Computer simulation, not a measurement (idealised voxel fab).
This section sets out a process module, namely voxel transistor to metal.
Square cell edge 5 nm, section width 150 nm, ID cut.
Heads up, the way a cross-section reads in here is a grid of square cells, handed over as bands from the top down, with every band being one or more rows of cells.
Read a band's entry like this: the first values are the height of its top and the height of its bottom in nm, and what follows is the sequence of materials from left to right, each with its width in nm. Note that "empty" is empty space, and that a single material marked "everywhere" reaches across the band from edge to edge.
It should be noted that heights are counted from 0, beneath which the wafer as supplied is of one material throughout, and that the lowest band possesses no lower boundary but continues downward, as written in "from 0 down".
When a width is written as two numbers, as in "30->40", the first number is the width in the top row of cells of the band and the second is the width in its bottom row, and the width changes by the same amount from each row to the next.
Where a step carries "identical to before", the cross-section came out of it unchanged, cell for cell.
Entry "Enclosed void entries". Content: empty spaces with no open connection to the top, size 8 cells or greater. Each: width x height at distance. Distance: from left edge. Unit: nm.
Where a step's line continues beyond its settings, the continuation is a remark by the simulator itself on that step.
"overlay nm" on a masked step: distance the mask lay right of its planned place, negative for left.
Process steps foreseen in the plan:
1. op RECEIVE | material Si
2. op CONFORMAL_DEP | material SiO2 | thk nm 5
3. op CONFORMAL_DEP | material SiN | thk nm 15
4. op DIRECTIONAL_DEP | material aC | thk nm 15
5. op PATTERN | tone cover | mask id ACTIVE | material resist | width nm 95 | thk nm 30 | overlay nm 0
6. op DIRECTIONAL_ETCH | etch materials aC | depth nm 15
7. op STRIP | etch materials resist
8. op DIRECTIONAL_ETCH | etch materials SiN | depth nm 15
9. op DIRECTIONAL_ETCH | etch materials SiO2 | depth nm 5
10. op DIRECTIONAL_ETCH | etch materials Si | depth nm 30
11. op STRIP | etch materials aC
12. op FILL_DEP | material SiO2 | thk nm 10
13. op CMP | height nm 20
14. op SELECTIVE_ETCH | etch materials SiO2 | depth nm 10
15. op STRIP | etch materials SiN
16. op SELECTIVE_ETCH | etch materials SiO2 | depth nm 5
17. op OXIDIZE | depth nm 5
18. op DIRECTIONAL_DEP | material polySi | thk nm 25
19. op DIRECTIONAL_DEP | material SiCN | thk nm 15
20. op PATTERN | tone cover | mask id GATE | material resist | width nm 15 | thk nm 15 | overlay nm 0
21. op DIRECTIONAL_ETCH | etch materials SiCN | depth nm 25
22. op DIRECTIONAL_ETCH | etch materials polySi | depth nm 35
23. op STRIP | etch materials resist
24. op CONFORMAL_DEP | material SiN | thk nm 10
25. op DIRECTIONAL_ETCH | etch materials SiN | depth nm 10
26. op DIRECTIONAL_ETCH | etch materials SiO2 | depth nm 5
27. op EPI | material SiGe | thk nm 5
28. op FILL_DEP | material SiO2 | thk nm 10
29. op CMP | height nm 40
30. op DIRECTIONAL_DEP | material SiO2 | thk nm 15
31. op MASKED_ETCH | tone open | mask id CONTACT | width nm 20 | pitch nm 65 | etch materials SiO2 | depth nm 55 | overlay nm 0
32. op CONFORMAL_DEP | material TiN | thk nm 5
33. op FILL_DEP | material W | thk nm 10
34. op CMP | height nm 55
35. op CONFORMAL_DEP | material SiCN | thk nm 5
36. op DIRECTIONAL_DEP | material SiO2 | thk nm 25
37. op DIRECTIONAL_DEP | material aC | thk nm 10
38. op PATTERN | tone open | mask id METAL_1 | material resist | width nm 20 | pitch nm 65 | thk nm 25 | overlay nm 0
39. op DIRECTIONAL_ETCH | etch materials aC | depth nm 10
40. op STRIP | etch materials resist
41. op DIRECTIONAL_ETCH | etch materials SiO2 | depth nm 25
42. op DIRECTIONAL_ETCH | etch materials SiCN | depth nm 5
43. op STRIP | etch materials aC
44. op CONFORMAL_DEP | material TiN | thk nm 5
45. op FILL_DEP | material Cu | thk nm 10
46. op CMP | height nm 85
47. op EPI | material Ru | thk nm 5
48. op FILL_DEP | material SiCN | thk nm 5
49. op DIRECTIONAL_DEP | material SiO2 | thk nm 25
50. op PATTERN | tone open | mask id METAL_2 | material resist | width nm 20 | pitch nm 65 | thk nm 20 | overlay nm 0
51. op DIRECTIONAL_ETCH | etch materials SiO2 | depth nm 15
52. op STRIP | etch materials resist
53. op DIRECTIONAL_DEP | material aC | thk nm 10
54. op PATTERN | tone open | mask id METAL_2_HOLES | material resist | width nm 15 | pitch nm 65 | thk nm 30 | overlay nm 0
55. op DIRECTIONAL_ETCH | etch materials aC | depth nm 10
56. op STRIP | etch materials resist
57. op DIRECTIONAL_ETCH | etch materials SiO2 | depth nm 10
58. op DIRECTIONAL_ETCH | etch materials SiCN | depth nm 5
59. op STRIP | etch materials aC
60. op CONFORMAL_DEP | material TiN | thk nm 5
61. op FILL_DEP | material Cu | thk nm 5
62. op CMP | height nm 120
63. op CONFORMAL_DEP | material SiN | thk nm 5
Where the wafers of this document differ is in the thk nm of step 32; they start out the same, and the plan states the value that applied to the first wafer.
The first of several wafers as received, shown in cross-section; this is its state after step 1:
* from 0 down  Si everywhere
* Enclosed void entries: none
End of module: cross-section of the first of several wafers after step 63, the last step:
* from 125 to 120  SiN everywhere
* from 120 to 110  SiO2 30 nm; TiN 5 nm; Cu 10 nm; TiN 5 nm; SiO2 45 nm; TiN 5 nm; Cu 10 nm; TiN 5 nm; SiO2 35 nm
* from 110 to 105  SiO2 30 nm; TiN 5 nm; Cu 5 nm; TiN 10 nm; SiO2 45 nm; TiN 5 nm; Cu 5 nm; TiN 10 nm; SiO2 35 nm
* from 105 to 95  SiO2 30 nm; TiN 5 nm; Cu 5 nm; TiN 5 nm; SiO2 50 nm; TiN 5 nm; Cu 5 nm; TiN 5 nm; SiO2 40 nm
* from 95 to 90  SiCN 30 nm; TiN 15 nm; SiCN 50 nm; TiN 15 nm; SiCN 40 nm
* from 90 to 85  SiCN 25 nm; Ru 30 nm; SiCN 35 nm; Ru 30 nm; SiCN 30 nm
* from 85 to 60  SiO2 30 nm; TiN 5 nm; Cu 10 nm; TiN 5 nm; SiO2 45 nm; TiN 5 nm; Cu 10 nm; TiN 5 nm; SiO2 35 nm
* from 60 to 55  SiCN 30 nm; TiN 20 nm; SiCN 45 nm; TiN 20 nm; SiCN 35 nm
* from 55 to 40  SiO2 30 nm; TiN 5 nm; W 10 nm; TiN 5 nm; SiO2 45 nm; TiN 5 nm; W 10 nm; TiN 5 nm; SiO2 35 nm
* from 40 to 25  SiO2 30 nm; TiN 5 nm; W 10 nm; TiN 5 nm; SiO2 5 nm; SiN 10 nm; SiCN 15 nm; SiN 10 nm; SiO2 5 nm; TiN 5 nm; W 10 nm; TiN 5 nm; SiO2 35 nm
* from 25 to 5  SiO2 30 nm; TiN 5 nm; W 10 nm; TiN 5 nm; SiO2 5 nm; SiN 10 nm; polySi 15 nm; SiN 10 nm; SiO2 5 nm; TiN 5 nm; W 10 nm; TiN 5 nm; SiO2 35 nm
* from 5 to 0  SiO2 20 nm; SiN 10 nm; TiN 20 nm; SiO2 5 nm; SiN 10 nm; polySi 15 nm; SiN 10 nm; SiO2 5 nm; TiN 20 nm; SiN 10 nm; SiO2 25 nm
* from 0 to -5  SiO2 30 nm; SiGe 25 nm; SiO2 35 nm; SiGe 25 nm; SiO2 35 nm
* from -5 to -30  SiO2 25 nm; Si 95 nm; SiO2 30 nm
* from -30 down  Si everywhere
* Enclosed void entries: none
Cross-section, module end, final of several wafers:
* from 125 to 120  SiN everywhere
* from 120 to 110  SiO2 30 nm; TiN 5 nm; Cu 10 nm; TiN 5 nm; SiO2 45 nm; TiN 5 nm; Cu 10 nm; TiN 5 nm; SiO2 35 nm
* from 110 to 105  SiO2 30 nm; TiN 5 nm; Cu 5 nm; TiN 10 nm; SiO2 45 nm; TiN 5 nm; Cu 5 nm; TiN 10 nm; SiO2 35 nm
* from 105 to 95  SiO2 30 nm; TiN 5 nm; Cu 5 nm; TiN 5 nm; SiO2 50 nm; TiN 5 nm; Cu 5 nm; TiN 5 nm; SiO2 40 nm
* from 95 to 90  SiCN 30 nm; TiN 15 nm; SiCN 50 nm; TiN 15 nm; SiCN 40 nm
* from 90 to 85  SiCN 25 nm; Ru 30 nm; SiCN 35 nm; Ru 30 nm; SiCN 30 nm
* from 85 to 60  SiO2 30 nm; TiN 5 nm; Cu 10 nm; TiN 5 nm; SiO2 45 nm; TiN 5 nm; Cu 10 nm; TiN 5 nm; SiO2 35 nm
* from 60 to 55  SiCN 30 nm; TiN 20 nm; SiCN 45 nm; TiN 20 nm; SiCN 35 nm
* from 55 to 40  SiO2 30 nm; TiN 20 nm; SiO2 45 nm; TiN 20 nm; SiO2 35 nm
* from 40 to 25  SiO2 30 nm; TiN 20 nm; SiO2 5 nm; SiN 10 nm; SiCN 15 nm; SiN 10 nm; SiO2 5 nm; TiN 20 nm; SiO2 35 nm
* from 25 to 5  SiO2 30 nm; TiN 20 nm; SiO2 5 nm; SiN 10 nm; polySi 15 nm; SiN 10 nm; SiO2 5 nm; TiN 20 nm; SiO2 35 nm
* from 5 to 0  SiO2 20 nm; SiN 10 nm; TiN 20 nm; SiO2 5 nm; SiN 10 nm; polySi 15 nm; SiN 10 nm; SiO2 5 nm; TiN 20 nm; SiN 10 nm; SiO2 25 nm
* from 0 to -5  SiO2 30 nm; SiGe 25 nm; SiO2 35 nm; SiGe 25 nm; SiO2 35 nm
* from -5 to -30  SiO2 25 nm; Si 95 nm; SiO2 30 nm
* from -30 down  Si everywhere
* Enclosed void entries: none
For your reference, the table is organized with a row per wafer; each row reflects the wafer at the end of the module, indicating for each material the cells gained (+) or lost (-) since receipt, and thereafter its closed voids:
thk nm 5; +34 Cu; +12 Ru; -85 Si; +73 SiCN; +10 SiGe; +66 SiN; +481 SiO2; +104 TiN; +40 W; +15 polySi; Enclosed void entries: none
thk nm 10; +34 Cu; +12 Ru; -85 Si; +73 SiCN; +10 SiGe; +66 SiN; +481 SiO2; +144 TiN; +15 polySi; Enclosed void entries: none
thk nm 15; +34 Cu; +12 Ru; -85 Si; +73 SiCN; +10 SiGe; +66 SiN; +481 SiO2; +144 TiN; +15 polySi; Enclosed void entries: none
thk nm 20; +34 Cu; +12 Ru; -85 Si; +73 SiCN; +10 SiGe; +66 SiN; +481 SiO2; +144 TiN; +15 polySi; Enclosed void entries: none
